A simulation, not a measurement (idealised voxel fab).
This section sets out a process module, namely voxel fin reveal.
Square cell edge 5 nm, section width 245 nm, ID cut.
Heads up, the way a cross-section reads in here is a grid of square cells, handed over as bands from the top down, with every band being one or more rows of cells. It is stipulated that each band's entry specify, in nanometres, the height of the top of the band and then that of its bottom, followed by the materials of the band in left-to-right sequence, each together with its width in nanometres. A single material marked by the word "all across" is understood to fill the band from edge to edge; the word "air" is understood to denote empty space. Below 0: as-received wafer, all one material; heights counted from there. Lowest band: no bottom, goes on down, written "top 0, no bottom". When a width is written as two numbers, as in "30->40", the first number is the width in the top row of cells of the band and the second is the width in its bottom row, and the width changes by the same amount from each row to the next. Where a step carries "nothing changed", the cross-section came out of it unchanged, cell for cell. This entry, "Closed void roster", enumerates those empty regions of no fewer than 8 cells that possess no open connection to the top. Each region is reported in the form width x height at distance, the distance being taken from the left edge, with all three quantities expressed in nm. Formally, on a step line, whatever follows the settings is a remark that the simulator itself makes on the step. A step's line can hold "overlay nm"; with a mask on that step, the setting says how far right of the planned place the mask lay, while a negative setting says it lay to the left.
Set out below are the planned steps of the process
1) RECEIVE: material Si
2) CONFORMAL_DEP: material SiN, thk nm 10
3) DIRECTIONAL_DEP: material aC, thk nm 15
4) PATTERN: tone cover, mask id FINS, material resist, width nm 15, pitch nm 45, thk nm 30, overlay nm 0
5) DIRECTIONAL_ETCH: etch materials aC, depth nm 15
6) STRIP: etch materials resist
7) DIRECTIONAL_ETCH: etch materials SiN, depth nm 10
8) DIRECTIONAL_ETCH: etch materials Si, depth nm 30
9) STRIP: etch materials aC
10) FILL_DEP: material SiO2, thk nm 10
11) CMP: height nm 10
12) SELECTIVE_ETCH: etch materials SiO2, depth nm 20
13) STRIP: etch materials SiN
14) CONFORMAL_DEP: material SiO2, thk nm 5
Cross-section of the wafer as it came to us, i.e., already through step 1
    top 0, no bottom: Si all across
    Closed void roster: none
Sectioned view, first of two wafers, at the close of the module, processed as intended in the plan
    top 5, bottom 0: air=85 / SiO2=25 / air=20 / SiO2=25 / air=90
    top 0, bottom -5: air=85 / SiO2=5 / Si=15 / SiO2=5 / air=20 / SiO2=5 / Si=15 / SiO2=5 / air=90
    top -5, bottom -30: SiO2=90 / Si=15 / SiO2=30 / Si=15 / SiO2=95
    top -30, no bottom: Si all across
    Closed void roster: none
What the second wafer looks like in cross-section once the module is done. Its start and its plan matched the first wafer's exactly; what differed was one mistake in how it was run
    top 5, bottom 0: air=85 / SiO2=25 / air=20 / SiO2=25 / air=90
    top 0, bottom -5: air=85 / SiO2=5 / Si=15 / SiO2=5 / air=20 / SiO2=5 / Si=15 / SiO2=5 / air=90
    top -5, bottom -15: SiO2=75 / air=10 / SiO2=5 / Si=15 / SiO2=5 / air=20 / SiO2=5 / Si=15 / SiO2=5 / air=10 / SiO2=80
    top -15, bottom -30: SiO2=90 / Si=15 / SiO2=30 / Si=15 / SiO2=95
    top -30, no bottom: Si all across
    Closed void roster: none
Finding, execution versus plan: the run placed steps 12 and 13 each in the position the plan gave to the other
at the end the second wafer has, in cells: 16 fewer of SiO2
